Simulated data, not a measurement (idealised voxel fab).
process module | voxel self aligned vias
cross-section cut | 160 nm wide | cells 5 nm
A cross-section is a grid of square cells, given in bands from the top down. A band is one or more rows of cells.
Each band's line starts with the height of the band's top and of its bottom, in nm. Then come its materials from left to right, each with its width in nm. One material with "throughout" fills the band from edge to edge. "air" is empty space.
Height 0 is the level under which the wafer as received is all one material. The lowest band goes on downwards, as in "0 down".
A width such as "30 to 40" changes by the same amount from each row of cells to the next, from the band's top row to its bottom row.
"no change" after a step means that no cell of the cross-section changed.
closed voids: empty space of 8 cells or more with no open way to the top, each as width x height at its distance from the left edge, in nm
after a step's settings: what the simulator itself notes on the step
overlay nm, on a step with a mask: how far to the right of its planned place the mask lay; to the left if negative
plan
1 op RECEIVE | material Si
2 op CONFORMAL_DEP | material SiO2 | thk nm 10
3 op CONFORMAL_DEP | material SiCN | thk nm 5
4 op DIRECTIONAL_DEP | material lowk | thk nm 25
5 op DIRECTIONAL_DEP | material aC | thk nm 15
6 op PATTERN | tone open | mask id LINES | material resist | width nm 25 | pitch nm 55 | thk nm 30 | overlay nm 0
7 op DIRECTIONAL_ETCH | etch materials aC | depth nm 15
8 op STRIP | etch materials resist
9 op DIRECTIONAL_ETCH | etch materials lowk | depth nm 25
10 op STRIP | etch materials aC
11 op CONFORMAL_DEP | material TiN | thk nm 5
12 op FILL_DEP | material Ru | thk nm 5
13 op CMP | height nm 40
14 op SELECTIVE_ETCH | etch materials W Ru TiN | depth nm 5
15 op FILL_DEP | material SiN | thk nm 10
16 op CMP | height nm 40
17 op DIRECTIONAL_DEP | material lowk | thk nm 15
18 op PATTERN | tone open | mask id VIAS | material resist | width nm 35 | pitch nm 55 | thk nm 15 | overlay nm 0
19 op DIRECTIONAL_ETCH | etch materials lowk | depth nm 15
20 op DIRECTIONAL_ETCH | etch materials SiN | depth nm 5
21 op STRIP | etch materials resist
22 op CONFORMAL_DEP | material TiN | thk nm 5
23 op FILL_DEP | material W | thk nm 10
24 op CMP | height nm 55
25 op CONFORMAL_DEP | material SiN | thk nm 5
as received, after step 1
  0 down: Si throughout
  closed voids: none
first wafer at the end, as planned
  60 to 55: SiN throughout
  55 to 45: lowk 35 | TiN 5 | W 25 | TiN 5 | lowk 20 | TiN 5 | W 25 | TiN 5 | lowk 35
  45 to 40: lowk 35 | TiN 10 | W 15 | TiN 10 | lowk 20 | TiN 10 | W 15 | TiN 10 | lowk 35
  40 to 35: lowk 40 | TiN 25 | lowk 30 | TiN 25 | lowk 40
  35 to 20: lowk 40 | TiN 5 | Ru 15 | TiN 5 | lowk 30 | TiN 5 | Ru 15 | TiN 5 | lowk 40
  20 to 15: lowk 40 | TiN 25 | lowk 30 | TiN 25 | lowk 40
  15 to 10: SiCN throughout
  10 to 0: SiO2 throughout
  0 down: Si throughout
  closed voids: none
second wafer at the end: like start, like plan, one mistake
  60 to 55: SiN throughout
  55 to 45: lowk 35 | TiN 5 | W 25 | TiN 5 | lowk 20 | TiN 5 | W 25 | TiN 5 | lowk 35
  45 to 40: lowk 35 | TiN 5 | W 10 | TiN 20 | lowk 20 | TiN 5 | W 10 | TiN 20 | lowk 35
  40 to 35: lowk 30 | SiN 5 | TiN 20 | lowk 30 | SiN 5 | TiN 20 | lowk 50
  35 to 20: lowk 30 | TiN 5 | Ru 15 | TiN 5 | lowk 30 | TiN 5 | Ru 15 | TiN 5 | lowk 50
  20 to 15: lowk 30 | TiN 25 | lowk 30 | TiN 25 | lowk 50
  15 to 10: SiCN throughout
  10 to 0: SiO2 throughout
  0 down: Si throughout
  closed voids: none
what went wrong: step 6 ran as: op PATTERN | tone open | mask id LINES | material resist | width nm 25 | pitch nm 55 | thk nm 30 | overlay nm -10
at the end the second wafer has, in cells: 2 more of SiN | 2 fewer of W
